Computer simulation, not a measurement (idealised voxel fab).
Documented hereafter: the process module known as voxel capacitor over wiring.
We display cut, a cross-section 190 nm in width whose square cells are each 5 nm.
If you're reading a cross-section in this doc, picture square cells in a grid; it comes to you as bands, top ones listed first down to the bottom, and a band can be one or more rows of cells. First you get the band's top height and its bottom height, in nm, and then the materials it's made of, left to right, with each width in nm. If you see a single material with "all across", that one covers the band edge to edge. "air" is empty space. Height is counted from the level 0, under which the received wafer is composed throughout of one material. The lowest of the bands is not closed at the bottom but continues downward, in the notation "0..down". The expression "30..40" gives the width at the extremes of the band, the first number at its top row of cells and the second at its bottom row, with the width changing by equal amounts from each row to the next in between. "no alteration" -> step changed no cross-section cell. What "Closed void entries" gives you is every empty space of 8 cells or more that is cut off from the top. Each appears as width x height at distance, with the distance taken from the left edge and width, height and distance all in nm. Post-settings text on a step line: simulator's own remark regarding the step. "overlay nm", when on a step's line for a step with a mask, measures how far to the right of its planned place the mask lay; a negative measure means to the left. Each pair below shows a cross-section before one step and the cross-section after it, down to the lowest band that changed. The line under each pair gives the step between them, with its settings. The pairs can come from different runs of this module on the same starting wafer, so a pair continues from the pair above only where its "Ex-ante state" says so.

### Ex-ante state
	0..down = Si all across
	Closed void entries: none

### Post-Step Geometry
	15..0 = SiO2 all across
	Everything below 0 is unchanged.
	Closed void entries: none
Can you say which step sits between the two cross-sections above? CONFORMAL_DEP: material SiO2, thk nm 15

Ex-ante state: just use the after drawing of the pair above as your starting point.

### Post-Step Geometry
	20..15 = SiCN all across
	Everything below 15 is unchanged.
	Closed void entries: none
Can you say which step sits between the two cross-sections above? CONFORMAL_DEP: material SiCN, thk nm 5

Ex-ante state: just use the after drawing of the pair above as your starting point.

### Post-Step Geometry
	45..20 = lowk all across
	Everything below 20 is unchanged.
	Closed void entries: none
Can you say which step sits between the two cross-sections above? DIRECTIONAL_DEP: material lowk, thk nm 25

Ex-ante state: just use the after drawing of the pair above as your starting point.

### Post-Step Geometry
	65..45 = resist 45 | air 25 | resist 50 | air 25 | resist 45
	Everything below 45 is unchanged.
	Closed void entries: none
Can you say which step sits between the two cross-sections above? PATTERN: tone open, mask id METAL_1, material resist, width nm 25, pitch nm 75, thk nm 20, overlay nm 0

Ex-ante state: just use the after drawing of the pair above as your starting point.

### Post-Step Geometry
	65..45 = resist 45 | air 25 | resist 50 | air 25 | resist 45
	45..20 = lowk 45 | air 25 | lowk 50 | air 25 | lowk 45
	Everything below 20 is unchanged.
	Closed void entries: none
Can you say which step sits between the two cross-sections above? DIRECTIONAL_ETCH: etch materials lowk, depth nm 25

Ex-ante state: just use the after drawing of the pair above as your starting point.

### Post-Step Geometry
	65..45 = resist 45 | air 25 | resist 50 | air 25 | resist 45
	45..20 = lowk 45 | air 25 | lowk 50 | air 25 | lowk 45
	20..15 = SiCN 45 | air 25 | SiCN 50 | air 25 | SiCN 45
	Everything below 15 is unchanged.
	Closed void entries: none
Can you say which step sits between the two cross-sections above? DIRECTIONAL_ETCH: etch materials SiCN, depth nm 5

Ex-ante state: just use the after drawing of the pair above as your starting point.

### Post-Step Geometry
	45..20 = lowk 45 | air 25 | lowk 50 | air 25 | lowk 45
	Everything below 20 is unchanged.
	Closed void entries: none
Can you say which step sits between the two cross-sections above? STRIP: etch materials resist

Ex-ante state: just use the after drawing of the pair above as your starting point.

### Post-Step Geometry
	50..45 = TiN 50 | air 15 | TiN 60 | air 15 | TiN 50
	45..20 = lowk 45 | TiN 5 | air 15 | TiN 5 | lowk 50 | TiN 5 | air 15 | TiN 5 | lowk 45
	20..15 = SiCN 45 | TiN 25 | SiCN 50 | TiN 25 | SiCN 45
	Everything below 15 is unchanged.
	Closed void entries: none
Can you say which step sits between the two cross-sections above? CONFORMAL_DEP: material TiN, thk nm 5

Ex-ante state: just use the after drawing of the pair above as your starting point.

### Post-Step Geometry
	60..50 = Ru all across
	50..45 = TiN 50 | Ru 15 | TiN 60 | Ru 15 | TiN 50
	45..20 = lowk 45 | TiN 5 | Ru 15 | TiN 5 | lowk 50 | TiN 5 | Ru 15 | TiN 5 | lowk 45
	Everything below 20 is unchanged.
	Closed void entries: none
Can you say which step sits between the two cross-sections above? FILL_DEP: material Ru, thk nm 10

Ex-ante state: just use the after drawing of the pair above as your starting point.

### Post-Step Geometry
	45..20 = lowk 45 | TiN 5 | Ru 15 | TiN 5 | lowk 50 | TiN 5 | Ru 15 | TiN 5 | lowk 45
	Everything below 20 is unchanged.
	Closed void entries: none
Can you say which step sits between the two cross-sections above? CMP: height nm 45

Ex-ante state: just use the after drawing of the pair above as your starting point.

### Post-Step Geometry
	50..45 = SiCN all across
	Everything below 45 is unchanged.
	Closed void entries: none
Can you say which step sits between the two cross-sections above? CONFORMAL_DEP: material SiCN, thk nm 5

Ex-ante state: just use the after drawing of the pair above as your starting point.

### Post-Step Geometry
	65..50 = lowk all across
	Everything below 50 is unchanged.
	Closed void entries: none
Can you say which step sits between the two cross-sections above? DIRECTIONAL_DEP: material lowk, thk nm 15

Ex-ante state: just use the after drawing of the pair above as your starting point.

### Post-Step Geometry
	80..65 = resist 55 | air 15 | resist 120
	Everything below 65 is unchanged.
	Closed void entries: none
Can you say which step sits between the two cross-sections above? PATTERN: tone open, mask id PLUG_1, material resist, width nm 15, thk nm 15, overlay nm 0

Ex-ante state: just use the after drawing of the pair above as your starting point.

### Post-Step Geometry
	80..65 = resist 55 | air 15 | resist 120
	65..50 = lowk 55 | air 15 | lowk 120
	Everything below 50 is unchanged.
	Closed void entries: none
Can you say which step sits between the two cross-sections above? DIRECTIONAL_ETCH: etch materials lowk, depth nm 15

Ex-ante state: just use the after drawing of the pair above as your starting point.

### Post-Step Geometry
	80..65 = resist 55 | air 15 | resist 120
	65..50 = lowk 55 | air 15 | lowk 120
	50..45 = SiCN 55 | air 15 | SiCN 120
	Everything below 45 is unchanged.
	Closed void entries: none
Can you say which step sits between the two cross-sections above? DIRECTIONAL_ETCH: etch materials SiCN, depth nm 5

Ex-ante state: just use the after drawing of the pair above as your starting point.

### Post-Step Geometry
	65..50 = lowk 55 | air 15 | lowk 120
	Everything below 50 is unchanged.
	Closed void entries: none
Can you say which step sits between the two cross-sections above? STRIP: etch materials resist

Ex-ante state: just use the after drawing of the pair above as your starting point.

### Post-Step Geometry
	65..55 = lowk 55 | air 15 | lowk 120
	55..50 = lowk 55 | Ru 15 | lowk 120
	50..45 = SiCN 55 | Ru 15 | SiCN 120
	Everything below 45 is unchanged.
	Closed void entries: none
Can you say which step sits between the two cross-sections above? EPI: material Ru, thk nm 10

Ex-ante state: just use the after drawing of the pair above as your starting point.

### Post-Step Geometry
	65..50 = lowk 55 | Ru 15 | lowk 120
	Everything below 50 is unchanged.
	Closed void entries: none
Can you say which step sits between the two cross-sections above? EPI: material Ru, thk nm 10

Ex-ante state: just use the after drawing of the pair above as your starting point.

### Post-Step Geometry
	75..65 = TiN all across
	Everything below 65 is unchanged.
	Closed void entries: none
Can you say which step sits between the two cross-sections above? DIRECTIONAL_DEP: material TiN, thk nm 10

Ex-ante state: just use the after drawing of the pair above as your starting point.

### Post-Step Geometry
	80..75 = Al2O3 all across
	Everything below 75 is unchanged.
	Closed void entries: none
Can you say which step sits between the two cross-sections above? DIRECTIONAL_DEP: material Al2O3, thk nm 5

Ex-ante state: just use the after drawing of the pair above as your starting point.

### Post-Step Geometry
	90..80 = TiN all across
	Everything below 80 is unchanged.
	Closed void entries: none
Can you say which step sits between the two cross-sections above? DIRECTIONAL_DEP: material TiN, thk nm 10

Ex-ante state: just use the after drawing of the pair above as your starting point.

### Post-Step Geometry
	110..90 = air 55 | resist 55 | air 80
	Everything below 90 is unchanged.
	Closed void entries: none
Can you say which step sits between the two cross-sections above? PATTERN: tone cover, mask id UPPER_PLATE, material resist, width nm 55, thk nm 20, overlay nm 0

Ex-ante state: just use the after drawing of the pair above as your starting point.

### Post-Step Geometry
	110..90 = air 55 | resist 55 | air 80
	90..80 = air 55 | TiN 55 | air 80
	Everything below 80 is unchanged.
	Closed void entries: none
Can you say which step sits between the two cross-sections above? DIRECTIONAL_ETCH: etch materials TiN, depth nm 10

Ex-ante state: just use the after drawing of the pair above as your starting point.

### Post-Step Geometry
	110..90 = air 55 | resist 55 | air 80
	90..80 = air 55 | TiN 55 | air 80
	80..75 = air 55 | Al2O3 55 | air 80
	Everything below 75 is unchanged.
	Closed void entries: none
Can you say which step sits between the two cross-sections above? DIRECTIONAL_ETCH: etch materials Al2O3, depth nm 5

Ex-ante state: just use the after drawing of the pair above as your starting point.

### Post-Step Geometry
	90..80 = air 55 | TiN 55 | air 80
	Everything below 80 is unchanged.
	Closed void entries: none
Can you say which step sits between the two cross-sections above? STRIP: etch materials resist

Ex-ante state: just use the after drawing of the pair above as your starting point.

### Post-Step Geometry
	90..80 = air 55 | TiN 55 | air 80
	80..75 = air 55 | Al2O3 55 | air 80
	75..65 = air 50 | TiN 65 | air 75
	Everything below 65 is unchanged.
	Closed void entries: none
Can you say which step sits between the two cross-sections above? MASKED_ETCH: tone cover, mask id LOWER_PLATE, width nm 65, etch materials TiN, depth nm 10, overlay nm 0

Ex-ante state: just use the after drawing of the pair above as your starting point.

### Post-Step Geometry
	105..90 = SiO2 all across
	90..80 = SiO2 55 | TiN 55 | SiO2 80
	80..75 = SiO2 55 | Al2O3 55 | SiO2 80
	75..65 = SiO2 50 | TiN 65 | SiO2 75
	Everything below 65 is unchanged.
	Closed void entries: none
Can you say which step sits between the two cross-sections above? FILL_DEP: material SiO2, thk nm 15

Ex-ante state: just use the after drawing of the pair above as your starting point.

### Post-Step Geometry
	100..90 = SiO2 all across
	Everything below 90 is unchanged.
	Closed void entries: none
Can you say which step sits between the two cross-sections above? CMP: height nm 100

Ex-ante state: just use the after drawing of the pair above as your starting point.

### Post-Step Geometry
	100..90 = SiO2 65 | air 15 | SiO2 110
	Everything below 90 is unchanged.
	Closed void entries: none
Can you say which step sits between the two cross-sections above? MASKED_ETCH: tone open, mask id PLUG_2, width nm 15, etch materials SiO2, depth nm 10, overlay nm 0

Ex-ante state: just use the after drawing of the pair above as your starting point.

### Post-Step Geometry
	105..100 = TiN 70 | air 5 | TiN 115
	100..95 = SiO2 65 | TiN 5 | air 5 | TiN 5 | SiO2 110
	95..90 = SiO2 65 | TiN 15 | SiO2 110
	Everything below 90 is unchanged.
	Closed void entries: none
Can you say which step sits between the two cross-sections above? CONFORMAL_DEP: material TiN, thk nm 5

Ex-ante state: just use the after drawing of the pair above as your starting point.

### Post-Step Geometry
	110..105 = W all across
	105..100 = TiN 70 | W 5 | TiN 115
	100..95 = SiO2 65 | TiN 5 | W 5 | TiN 5 | SiO2 110
	Everything below 95 is unchanged.
	Closed void entries: none
Can you say which step sits between the two cross-sections above? FILL_DEP: material W, thk nm 5

Ex-ante state: just use the after drawing of the pair above as your starting point.

### Post-Step Geometry
	100..95 = SiO2 65 | TiN 5 | W 5 | TiN 5 | SiO2 110
	Everything below 95 is unchanged.
	Closed void entries: none
Can you say which step sits between the two cross-sections above? CMP: height nm 100

Ex-ante state: just use the after drawing of the pair above as your starting point.

### Post-Step Geometry
	105..100 = SiN all across
	Everything below 100 is unchanged.
	Closed void entries: none
Can you say which step sits between the two cross-sections above? CONFORMAL_DEP: material SiN, thk nm 5

### Ex-ante state
	65..55 = lowk 55 | air 15 | lowk 120
	55..50 = lowk 55 | Ru 15 | lowk 120
	50..45 = SiCN 55 | Ru 15 | SiCN 120
	45..20 = lowk 45 | TiN 5 | Ru 15 | TiN 5 | lowk 50 | TiN 5 | Ru 15 | TiN 5 | lowk 45
	20..15 = SiCN 45 | TiN 25 | SiCN 50 | TiN 25 | SiCN 45
	15..0 = SiO2 all across
	0..down = Si all across
	Closed void entries: none

### Post-Step Geometry
	75..65 = TiN 55 | air 15 | TiN 120
	65..55 = lowk 55 | TiN 15 | lowk 120
	Everything below 55 is unchanged.
	Closed void entries: none
Can you say which step sits between the two cross-sections above? DIRECTIONAL_DEP: material TiN, thk nm 10

Ex-ante state: just use the after drawing of the pair above as your starting point.

### Post-Step Geometry
	80..75 = Al2O3 55 | air 15 | Al2O3 120
	75..70 = TiN 55 | air 15 | TiN 120
	70..65 = TiN 55 | Al2O3 15 | TiN 120
	Everything below 65 is unchanged.
	Closed void entries: none
Can you say which step sits between the two cross-sections above? DIRECTIONAL_DEP: material Al2O3, thk nm 5

Ex-ante state: just use the after drawing of the pair above as your starting point.

### Post-Step Geometry
	90..80 = TiN 55 | air 15 | TiN 120
	80..75 = Al2O3 55 | TiN 15 | Al2O3 120
	75..70 = TiN all across
	Everything below 70 is unchanged.
	Closed void entries: none
Can you say which step sits between the two cross-sections above? DIRECTIONAL_DEP: material TiN, thk nm 10

Ex-ante state: just use the after drawing of the pair above as your starting point.

### Post-Step Geometry
	110..90 = air 55 | resist 55 | air 80
	90..80 = TiN 55 | resist 15 | TiN 120
	Everything below 80 is unchanged.
	Closed void entries: none
Can you say which step sits between the two cross-sections above? PATTERN: tone cover, mask id UPPER_PLATE, material resist, width nm 55, thk nm 20, overlay nm 0

Ex-ante state: just use the after drawing of the pair above as your starting point.

### Post-Step Geometry
	110..90 = air 55 | resist 55 | air 80
	90..80 = air 55 | resist 15 | TiN 40 | air 80
	Everything below 80 is unchanged.
	Closed void entries: none
Can you say which step sits between the two cross-sections above? DIRECTIONAL_ETCH: etch materials TiN, depth nm 10

Ex-ante state: just use the after drawing of the pair above as your starting point.

### Post-Step Geometry
	110..90 = air 55 | resist 55 | air 80
	90..80 = air 55 | resist 15 | TiN 40 | air 80
	80..75 = air 55 | TiN 15 | Al2O3 40 | air 80
	Everything below 75 is unchanged.
	Closed void entries: none
Can you say which step sits between the two cross-sections above? DIRECTIONAL_ETCH: etch materials Al2O3, depth nm 5

Ex-ante state: just use the after drawing of the pair above as your starting point.

### Post-Step Geometry
	90..80 = air 70 | TiN 40 | air 80
	Everything below 80 is unchanged.
	Closed void entries: none
Can you say which step sits between the two cross-sections above? STRIP: etch materials resist

Ex-ante state: just use the after drawing of the pair above as your starting point.

### Post-Step Geometry
	90..80 = air 70 | TiN 40 | air 80
	80..75 = air 55 | TiN 15 | Al2O3 40 | air 80
	75..70 = air 50 | TiN 65 | air 75
	70..65 = air 50 | TiN 5 | Al2O3 15 | TiN 45 | air 75
	Everything below 65 is unchanged.
	Closed void entries: none
Can you say which step sits between the two cross-sections above? MASKED_ETCH: tone cover, mask id LOWER_PLATE, width nm 65, etch materials TiN, depth nm 10, overlay nm 0

Ex-ante state: just use the after drawing of the pair above as your starting point.

### Post-Step Geometry
	105..90 = SiO2 all across
	90..80 = SiO2 70 | TiN 40 | SiO2 80
	80..75 = SiO2 55 | TiN 15 | Al2O3 40 | SiO2 80
	75..70 = SiO2 50 | TiN 65 | SiO2 75
	70..65 = SiO2 50 | TiN 5 | Al2O3 15 | TiN 45 | SiO2 75
	Everything below 65 is unchanged.
	Closed void entries: none
Can you say which step sits between the two cross-sections above? FILL_DEP: material SiO2, thk nm 15

Ex-ante state: just use the after drawing of the pair above as your starting point.

### Post-Step Geometry
	100..90 = SiO2 all across
	Everything below 90 is unchanged.
	Closed void entries: none
Can you say which step sits between the two cross-sections above? CMP: height nm 100

Ex-ante state: just use the after drawing of the pair above as your starting point.

### Post-Step Geometry
	100..90 = SiO2 65 | air 15 | SiO2 110
	Everything below 90 is unchanged.
	Closed void entries: none
Can you say which step sits between the two cross-sections above? MASKED_ETCH: tone open, mask id PLUG_2, width nm 15, etch materials SiO2, depth nm 10, overlay nm 0

Ex-ante state: just use the after drawing of the pair above as your starting point.

### Post-Step Geometry
	105..100 = TiN 70 | air 5 | TiN 115
	100..95 = SiO2 65 | TiN 5 | air 5 | TiN 5 | SiO2 110
	95..90 = SiO2 65 | TiN 15 | SiO2 110
	Everything below 90 is unchanged.
	Closed void entries: none
Can you say which step sits between the two cross-sections above? CONFORMAL_DEP: material TiN, thk nm 5

Ex-ante state: just use the after drawing of the pair above as your starting point.

### Post-Step Geometry
	110..105 = W all across
	105..100 = TiN 70 | W 5 | TiN 115
	100..95 = SiO2 65 | TiN 5 | W 5 | TiN 5 | SiO2 110
	Everything below 95 is unchanged.
	Closed void entries: none
Can you say which step sits between the two cross-sections above? FILL_DEP: material W, thk nm 5

Ex-ante state: just use the after drawing of the pair above as your starting point.

### Post-Step Geometry
	100..95 = SiO2 65 | TiN 5 | W 5 | TiN 5 | SiO2 110
	Everything below 95 is unchanged.
	Closed void entries: none
Can you say which step sits between the two cross-sections above? CMP: height nm 100

Ex-ante state: just use the after drawing of the pair above as your starting point.

### Post-Step Geometry
	105..100 = SiN all across
	Everything below 100 is unchanged.
	Closed void entries: none
Can you say which step sits between the two cross-sections above? CONFORMAL_DEP: material SiN, thk nm 5

### Ex-ante state
	65..50 = lowk 55 | Ru 15 | lowk 120
	50..45 = SiCN 55 | Ru 15 | SiCN 120
	45..20 = lowk 45 | TiN 5 | Ru 15 | TiN 5 | lowk 50 | TiN 5 | Ru 15 | TiN 5 | lowk 45
	20..15 = SiCN 45 | TiN 25 | SiCN 50 | TiN 25 | SiCN 45
	15..0 = SiO2 all across
	0..down = Si all across
	Closed void entries: none

### Post-Step Geometry
	75..65 = air 45 | Ru 35 | air 110
	Everything below 65 is unchanged.
	Closed void entries: none
Can you say which step sits between the two cross-sections above? EPI: material Ru, thk nm 10

Ex-ante state: just use the after drawing of the pair above as your starting point.

### Post-Step Geometry
	85..75 = air 45 | TiN 35 | air 110
	75..65 = TiN 45 | Ru 35 | TiN 110
	Everything below 65 is unchanged.
	Closed void entries: none
Can you say which step sits between the two cross-sections above? DIRECTIONAL_DEP: material TiN, thk nm 10

Ex-ante state: just use the after drawing of the pair above as your starting point.

### Post-Step Geometry
	90..85 = air 45 | Al2O3 35 | air 110
	85..80 = air 45 | TiN 35 | air 110
	80..75 = Al2O3 45 | TiN 35 | Al2O3 110
	Everything below 75 is unchanged.
	Closed void entries: none
Can you say which step sits between the two cross-sections above? DIRECTIONAL_DEP: material Al2O3, thk nm 5

Ex-ante state: just use the after drawing of the pair above as your starting point.

### Post-Step Geometry
	100..90 = air 45 | TiN 35 | air 110
	90..85 = TiN 45 | Al2O3 35 | TiN 110
	85..80 = TiN all across
	Everything below 80 is unchanged.
	Closed void entries: none
Can you say which step sits between the two cross-sections above? DIRECTIONAL_DEP: material TiN, thk nm 10

Ex-ante state: just use the after drawing of the pair above as your starting point.

### Post-Step Geometry
	120..100 = air 55 | resist 55 | air 80
	100..90 = air 45 | TiN 35 | resist 30 | air 80
	Everything below 90 is unchanged.
	Closed void entries: none
Can you say which step sits between the two cross-sections above? PATTERN: tone cover, mask id UPPER_PLATE, material resist, width nm 55, thk nm 20, overlay nm 0

Ex-ante state: just use the after drawing of the pair above as your starting point.

### Post-Step Geometry
	120..100 = air 55 | resist 55 | air 80
	100..90 = air 55 | TiN 25 | resist 30 | air 80
	90..85 = air 45 | Al2O3 35 | TiN 30 | air 80
	85..80 = air 45 | TiN 65 | air 80
	Everything below 80 is unchanged.
	Closed void entries: none
Can you say which step sits between the two cross-sections above? DIRECTIONAL_ETCH: etch materials TiN, depth nm 10

Ex-ante state: just use the after drawing of the pair above as your starting point.

### Post-Step Geometry
	120..100 = air 55 | resist 55 | air 80
	100..90 = air 55 | TiN 25 | resist 30 | air 80
	90..85 = air 55 | Al2O3 25 | TiN 30 | air 80
	85..80 = air 45 | TiN 65 | air 80
	80..75 = air 45 | TiN 35 | Al2O3 30 | air 80
	Everything below 75 is unchanged.
	Closed void entries: none
Can you say which step sits between the two cross-sections above? DIRECTIONAL_ETCH: etch materials Al2O3, depth nm 5

Ex-ante state: just use the after drawing of the pair above as your starting point.

### Post-Step Geometry
	100..90 = air 55 | TiN 25 | air 110
	Everything below 90 is unchanged.
	Closed void entries: none
Can you say which step sits between the two cross-sections above? STRIP: etch materials resist

Ex-ante state: just use the after drawing of the pair above as your starting point.

### Post-Step Geometry
	100..90 = air 55 | TiN 25 | air 110
	90..85 = air 55 | Al2O3 25 | TiN 30 | air 80
	85..80 = air 50 | TiN 60 | air 80
	80..75 = air 50 | TiN 30 | Al2O3 30 | air 80
	75..65 = air 45 | Ru 35 | TiN 35 | air 75
	Everything below 65 is unchanged.
	Closed void entries: none
Can you say which step sits between the two cross-sections above? MASKED_ETCH: tone cover, mask id LOWER_PLATE, width nm 65, etch materials TiN, depth nm 10, overlay nm 0

Ex-ante state: just use the after drawing of the pair above as your starting point.

### Post-Step Geometry
	115..100 = SiO2 all across
	100..90 = SiO2 55 | TiN 25 | SiO2 110
	90..85 = SiO2 55 | Al2O3 25 | TiN 30 | SiO2 80
	85..80 = SiO2 50 | TiN 60 | SiO2 80
	80..75 = SiO2 50 | TiN 30 | Al2O3 30 | SiO2 80
	75..65 = SiO2 45 | Ru 35 | TiN 35 | SiO2 75
	Everything below 65 is unchanged.
	Closed void entries: none
Can you say which step sits between the two cross-sections above? FILL_DEP: material SiO2, thk nm 15

Ex-ante state: just use the after drawing of the pair above as your starting point.

### Post-Step Geometry
	100..90 = SiO2 55 | TiN 25 | SiO2 110
	Everything below 90 is unchanged.
	Closed void entries: none
Can you say which step sits between the two cross-sections above? CMP: height nm 100

Ex-ante state: just use the after drawing of the pair above as your starting point.

### Post-Step Geometry
	105..100 = TiN all across
	Everything below 100 is unchanged.
	Closed void entries: none
Can you say which step sits between the two cross-sections above? CONFORMAL_DEP: material TiN, thk nm 5

Ex-ante state: just use the after drawing of the pair above as your starting point.

### Post-Step Geometry
	110..105 = W all across
	Everything below 105 is unchanged.
	Closed void entries: none
Can you say which step sits between the two cross-sections above? FILL_DEP: material W, thk nm 5

Ex-ante state: just use the after drawing of the pair above as your starting point.

### Post-Step Geometry
	100..90 = SiO2 55 | TiN 25 | SiO2 110
	Everything below 90 is unchanged.
	Closed void entries: none
Can you say which step sits between the two cross-sections above? CMP: height nm 100

Ex-ante state: just use the after drawing of the pair above as your starting point.

### Post-Step Geometry
	105..100 = SiN all across
	Everything below 100 is unchanged.
	Closed void entries: none
Can you say which step sits between the two cross-sections above? CONFORMAL_DEP: material SiN, thk nm 5

### Ex-ante state
	65..50 = lowk 55 | Ru 15 | lowk 120
	50..45 = SiCN 55 | Ru 15 | SiCN 120
	45..20 = lowk 45 | TiN 5 | Ru 15 | TiN 5 | lowk 50 | TiN 5 | Ru 15 | TiN 5 | lowk 45
	20..15 = SiCN 45 | TiN 25 | SiCN 50 | TiN 25 | SiCN 45
	15..0 = SiO2 all across
	0..down = Si all across
	Closed void entries: none

### Post-Step Geometry
	70..65 = Al2O3 all across
	Everything below 65 is unchanged.
	Closed void entries: none
Can you say which step sits between the two cross-sections above? DIRECTIONAL_DEP: material Al2O3, thk nm 5

Ex-ante state: just use the after drawing of the pair above as your starting point.

### Post-Step Geometry
	80..70 = TiN all across
	Everything below 70 is unchanged.
	Closed void entries: none
Can you say which step sits between the two cross-sections above? DIRECTIONAL_DEP: material TiN, thk nm 10

Ex-ante state: just use the after drawing of the pair above as your starting point.

### Post-Step Geometry
	90..70 = TiN all across
	Everything below 70 is unchanged.
	Closed void entries: none
Can you say which step sits between the two cross-sections above? DIRECTIONAL_DEP: material TiN, thk nm 10

Ex-ante state: just use the after drawing of the pair above as your starting point.

### Post-Step Geometry
	110..90 = air 55 | resist 55 | air 80
	Everything below 90 is unchanged.
	Closed void entries: none
Can you say which step sits between the two cross-sections above? PATTERN: tone cover, mask id UPPER_PLATE, material resist, width nm 55, thk nm 20, overlay nm 0

Ex-ante state: just use the after drawing of the pair above as your starting point.

### Post-Step Geometry
	110..90 = air 55 | resist 55 | air 80
	90..80 = air 55 | TiN 55 | air 80
	Everything below 80 is unchanged.
	Closed void entries: none
Can you say which step sits between the two cross-sections above? DIRECTIONAL_ETCH: etch materials TiN, depth nm 10

Ex-ante state: just use the after drawing of the pair above as your starting point.

### Post-Step Geometry
	90..80 = air 55 | TiN 55 | air 80
	Everything below 80 is unchanged.
	Closed void entries: none
Can you say which step sits between the two cross-sections above? STRIP: etch materials resist

Ex-ante state: just use the after drawing of the pair above as your starting point.

### Post-Step Geometry
	90..80 = air 55 | TiN 55 | air 80
	80..70 = air 50 | TiN 65 | air 75
	Everything below 70 is unchanged.
	Closed void entries: none
Can you say which step sits between the two cross-sections above? MASKED_ETCH: tone cover, mask id LOWER_PLATE, width nm 65, etch materials TiN, depth nm 10, overlay nm 0

Ex-ante state: just use the after drawing of the pair above as your starting point.

### Post-Step Geometry
	105..90 = SiO2 all across
	90..80 = SiO2 55 | TiN 55 | SiO2 80
	80..70 = SiO2 50 | TiN 65 | SiO2 75
	Everything below 70 is unchanged.
	Closed void entries: none
Can you say which step sits between the two cross-sections above? FILL_DEP: material SiO2, thk nm 15

Ex-ante state: just use the after drawing of the pair above as your starting point.

### Post-Step Geometry
	100..90 = SiO2 all across
	Everything below 90 is unchanged.
	Closed void entries: none
Can you say which step sits between the two cross-sections above? CMP: height nm 100

Ex-ante state: just use the after drawing of the pair above as your starting point.

### Post-Step Geometry
	100..90 = SiO2 65 | air 15 | SiO2 110
	Everything below 90 is unchanged.
	Closed void entries: none
Can you say which step sits between the two cross-sections above? MASKED_ETCH: tone open, mask id PLUG_2, width nm 15, etch materials SiO2, depth nm 10, overlay nm 0

Ex-ante state: just use the after drawing of the pair above as your starting point.

### Post-Step Geometry
	105..100 = TiN 70 | air 5 | TiN 115
	100..95 = SiO2 65 | TiN 5 | air 5 | TiN 5 | SiO2 110
	95..90 = SiO2 65 | TiN 15 | SiO2 110
	Everything below 90 is unchanged.
	Closed void entries: none
Can you say which step sits between the two cross-sections above? CONFORMAL_DEP: material TiN, thk nm 5

Ex-ante state: just use the after drawing of the pair above as your starting point.

### Post-Step Geometry
	110..105 = W all across
	105..100 = TiN 70 | W 5 | TiN 115
	100..95 = SiO2 65 | TiN 5 | W 5 | TiN 5 | SiO2 110
	Everything below 95 is unchanged.
	Closed void entries: none
Can you say which step sits between the two cross-sections above? FILL_DEP: material W, thk nm 5

Ex-ante state: just use the after drawing of the pair above as your starting point.

### Post-Step Geometry
	100..95 = SiO2 65 | TiN 5 | W 5 | TiN 5 | SiO2 110
	Everything below 95 is unchanged.
	Closed void entries: none
Can you say which step sits between the two cross-sections above? CMP: height nm 100

Ex-ante state: just use the after drawing of the pair above as your starting point.

### Post-Step Geometry
	105..100 = SiN all across
	Everything below 100 is unchanged.
	Closed void entries: none
Can you say which step sits between the two cross-sections above? CONFORMAL_DEP: material SiN, thk nm 5

### Ex-ante state
	75..65 = TiN all across
	65..50 = lowk 55 | Ru 15 | lowk 120
	50..45 = SiCN 55 | Ru 15 | SiCN 120
	45..20 = lowk 45 | TiN 5 | Ru 15 | TiN 5 | lowk 50 | TiN 5 | Ru 15 | TiN 5 | lowk 45
	20..15 = SiCN 45 | TiN 25 | SiCN 50 | TiN 25 | SiCN 45
	15..0 = SiO2 all across
	0..down = Si all across
	Closed void entries: none

### Post-Step Geometry
	90..75 = Al2O3 all across
	Everything below 75 is unchanged.
	Closed void entries: none
Can you say which step sits between the two cross-sections above? DIRECTIONAL_DEP: material Al2O3, thk nm 15

Ex-ante state: just use the after drawing of the pair above as your starting point.

### Post-Step Geometry
	100..90 = TiN all across
	Everything below 90 is unchanged.
	Closed void entries: none
Can you say which step sits between the two cross-sections above? DIRECTIONAL_DEP: material TiN, thk nm 10

Ex-ante state: just use the after drawing of the pair above as your starting point.

### Post-Step Geometry
	120..100 = air 55 | resist 55 | air 80
	Everything below 100 is unchanged.
	Closed void entries: none
Can you say which step sits between the two cross-sections above? PATTERN: tone cover, mask id UPPER_PLATE, material resist, width nm 55, thk nm 20, overlay nm 0

Ex-ante state: just use the after drawing of the pair above as your starting point.

### Post-Step Geometry
	120..100 = air 55 | resist 55 | air 80
	100..90 = air 55 | TiN 55 | air 80
	Everything below 90 is unchanged.
	Closed void entries: none
Can you say which step sits between the two cross-sections above? DIRECTIONAL_ETCH: etch materials TiN, depth nm 10

Ex-ante state: just use the after drawing of the pair above as your starting point.

### Post-Step Geometry
	120..100 = air 55 | resist 55 | air 80
	100..90 = air 55 | TiN 55 | air 80
	90..85 = air 55 | Al2O3 55 | air 80
	Everything below 85 is unchanged.
	Closed void entries: none
Can you say which step sits between the two cross-sections above? DIRECTIONAL_ETCH: etch materials Al2O3, depth nm 5

Ex-ante state: just use the after drawing of the pair above as your starting point.

### Post-Step Geometry
	100..90 = air 55 | TiN 55 | air 80
	Everything below 90 is unchanged.
	Closed void entries: none
Can you say which step sits between the two cross-sections above? STRIP: etch materials resist

Ex-ante state: just use the after drawing of the pair above as your starting point.

### Post-Step Geometry
	115..100 = SiO2 all across
	100..90 = SiO2 55 | TiN 55 | SiO2 80
	90..85 = SiO2 55 | Al2O3 55 | SiO2 80
	Everything below 85 is unchanged.
	Closed void entries: none
Can you say which step sits between the two cross-sections above? FILL_DEP: material SiO2, thk nm 15

Ex-ante state: just use the after drawing of the pair above as your starting point.

### Post-Step Geometry
	100..90 = SiO2 55 | TiN 55 | SiO2 80
	Everything below 90 is unchanged.
	Closed void entries: none
Can you say which step sits between the two cross-sections above? CMP: height nm 100

Ex-ante state: just use the after drawing of the pair above as your starting point.

### Post-Step Geometry
	105..100 = TiN all across
	Everything below 100 is unchanged.
	Closed void entries: none
Can you say which step sits between the two cross-sections above? CONFORMAL_DEP: material TiN, thk nm 5

Ex-ante state: just use the after drawing of the pair above as your starting point.

### Post-Step Geometry
	110..105 = W all across
	Everything below 105 is unchanged.
	Closed void entries: none
Can you say which step sits between the two cross-sections above? FILL_DEP: material W, thk nm 5

Ex-ante state: just use the after drawing of the pair above as your starting point.

### Post-Step Geometry
	100..90 = SiO2 55 | TiN 55 | SiO2 80
	Everything below 90 is unchanged.
	Closed void entries: none
Can you say which step sits between the two cross-sections above? CMP: height nm 100

Ex-ante state: just use the after drawing of the pair above as your starting point.

### Post-Step Geometry
	105..100 = SiN all across
	Everything below 100 is unchanged.
	Closed void entries: none
Can you say which step sits between the two cross-sections above? CONFORMAL_DEP: material SiN, thk nm 5
